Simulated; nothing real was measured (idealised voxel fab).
process module | voxel plated lines
cross-section cut | 180 nm wide | cells 5 nm
A cross-section is a grid of square cells, given in bands from the top down. A band is one or more rows of cells.
Each band's line starts with the height of the band's top and of its bottom, in nm. Then come its materials from left to right, each with its width in nm. One material with "throughout" fills the band from edge to edge. "air" is empty space.
Height 0 is the level under which the wafer as received is all one material. The lowest band goes on downwards, as in "0 down".
A width such as "30 to 40" changes by the same amount from each row of cells to the next, from the band's top row to its bottom row.
"no change" after a step means that no cell of the cross-section changed.
closed voids: empty space of 8 cells or more with no open way to the top, each as width x height at its distance from the left edge, in nm
after a step's settings: what the simulator itself notes on the step
overlay nm, on a step with a mask: how far to the right of its planned place the mask lay; to the left if negative
plan
1 op RECEIVE | material Si
2 op CONFORMAL_DEP | material SiN | thk nm 10
3 op DIRECTIONAL_DEP | material TiN | thk nm 5
4 op PATTERN | tone open | mask id LINES | material resist | width nm 25 | pitch nm 40 | thk nm 40 | overlay nm -15
5 op EPI | material Ru | thk nm 10
6 op EPI | material Ru | thk nm 10
7 op EPI | material Ru | thk nm 5
8 op STRIP | etch materials resist
9 op DIRECTIONAL_ETCH | etch materials TiN | depth nm 5
10 op CONFORMAL_DEP | material SiN | thk nm 10
varied across the wafers: overlay nm of step 4. The plan shows the first wafer's value. All wafers start alike
first wafer as received, after step 1
  0 down: Si throughout
  closed voids: none
first wafer at the end, after step 10
  50 to 40: air 30 | SiN 85 | air 65
  40 to 20: air 30 | SiN 10 | Ru 25 | SiN 15 | Ru 25 | SiN 10 | air 65
  20 to 15: SiN 40 | Ru 25 | SiN 15 | Ru 25 | SiN 75
  15 to 10: SiN 40 | TiN 25 | SiN 15 | TiN 25 | SiN 75
  10 to 0: SiN throughout
  0 down: Si throughout
  closed voids: none
last wafer at the end
  50 to 40: air 60 | SiN 85 | air 35
  40 to 20: air 60 | SiN 10 | Ru 25 | SiN 15 | Ru 25 | SiN 10 | air 35
  20 to 15: SiN 70 | Ru 25 | SiN 15 | Ru 25 | SiN 45
  15 to 10: SiN 70 | TiN 25 | SiN 15 | TiN 25 | SiN 45
  10 to 0: SiN throughout
  0 down: Si throughout
  closed voids: none
each wafer at the end: cells of each material gained (+) or lost (-) since it was received, then its closed voids
overlay nm -15 | +50 Ru | +186 SiN | +10 TiN | closed voids: none
overlay nm -10 | +50 Ru | +186 SiN | +10 TiN | closed voids: none
overlay nm -5 | +50 Ru | +186 SiN | +10 TiN | closed voids: none
overlay nm 0 | +50 Ru | +186 SiN | +10 TiN | closed voids: none
overlay nm 5 | +50 Ru | +186 SiN | +10 TiN | closed voids: none
overlay nm 10 | +50 Ru | +186 SiN | +10 TiN | closed voids: none
overlay nm 15 | +50 Ru | +186 SiN | +10 TiN | closed voids: none
